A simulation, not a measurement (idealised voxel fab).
process module | voxel spacer lines
Cross-section cut: width 280 nm, square cells of 5 nm.
Format of a cross-section: grid, square cells. Given as bands. Order: top down. Band: one or more rows of cells.
It is stipulated that each band's entry specify, in nanometres, the height of the top of the band and then that of its bottom, followed by the materials of the band in left-to-right sequence, each together with its width in nanometres. A single material marked by the word "all across" is understood to fill the band from edge to edge; the word "empty" is understood to denote empty space.
Heads up on the height convention: 0 is the point under which the incoming wafer is all one material, and the lowest band has no bottom, it just keeps going down, like "top 0, no bottom".
Graded width ("30..40"): value in top row of band = first number; value in bottom row = second number; row-to-row change constant.
What does "everything unchanged" mean for a step? It means no cell of the cross-section changed in that step.
"Fully enclosed voids": empty spaces of 8 cells or more with no open way to the top, each given as width x height at distance, distance from the left edge, all in nm.
Anything after a step's settings on that line? It's the simulator's own note about the step.
A step's line can hold "overlay nm"; with a mask on that step, the setting says how far right of the planned place the mask lay, while a negative setting says it lay to the left.

The process steps that were planned are listed below:
1. RECEIVE with material Si
2. CONFORMAL_DEP with material Al2O3, thk nm 10
3. DIRECTIONAL_DEP with material polySi, thk nm 10
4. DIRECTIONAL_DEP with material aC, thk nm 30
5. PATTERN with tone cover, mask id MANDREL, material resist, width nm 15, pitch nm 60, thk nm 40, overlay nm 0
6. DIRECTIONAL_ETCH with etch materials aC, depth nm 30
7. STRIP with etch materials resist
8. CONFORMAL_DEP with material SiN, thk nm 15
9. DIRECTIONAL_ETCH with etch materials SiN, depth nm 5
10. STRIP with etch materials aC
11. DIRECTIONAL_ETCH with etch materials polySi, depth nm 10
12. STRIP with etch materials SiN
The value of depth nm given for step 9 in the plan refers to the first wafer; the wafers vary in this setting and are alike at the start.

First of several wafers, received after step 1, in cross-section:
top 0, no bottom  Si all across
Fully enclosed voids: none

Shown in cross-section: the first of several wafers at the end of the module, after its last step, step 12:
top 50, bottom 20  100 of empty | 15 of aC | 45 of empty | 15 of aC | 105 of empty
top 20, bottom 10  polySi all across
top 10, bottom 0  Al2O3 all across
top 0, no bottom  Si all across
Fully enclosed voids: none

Last-wafer cross-section at the end of the module:
top 20, bottom 10  85 of empty | 15 of polySi | 15 of empty | 15 of polySi | 15 of empty | 15 of polySi | 15 of empty | 15 of polySi | 90 of empty
top 10, bottom 0  Al2O3 all across
top 0, no bottom  Si all across
Fully enclosed voids: none

For your reference, the table is organized with a row per wafer; each row reflects the wafer at the end of the module, indicating for each material the cells gained (+) or lost (-) since receipt, and thereafter its closed voids:
depth nm 5 | +112 Al2O3 | +36 aC | +112 polySi | Fully enclosed voids: none
depth nm 10 | +112 Al2O3 | +36 aC | +112 polySi | Fully enclosed voids: none
depth nm 15 | +112 Al2O3 | +24 polySi | Fully enclosed voids: none
depth nm 20 | +112 Al2O3 | +24 polySi | Fully enclosed voids: none
depth nm 25 | +112 Al2O3 | +24 polySi | Fully enclosed voids: none
depth nm 30 | +112 Al2O3 | +24 polySi | Fully enclosed voids: none
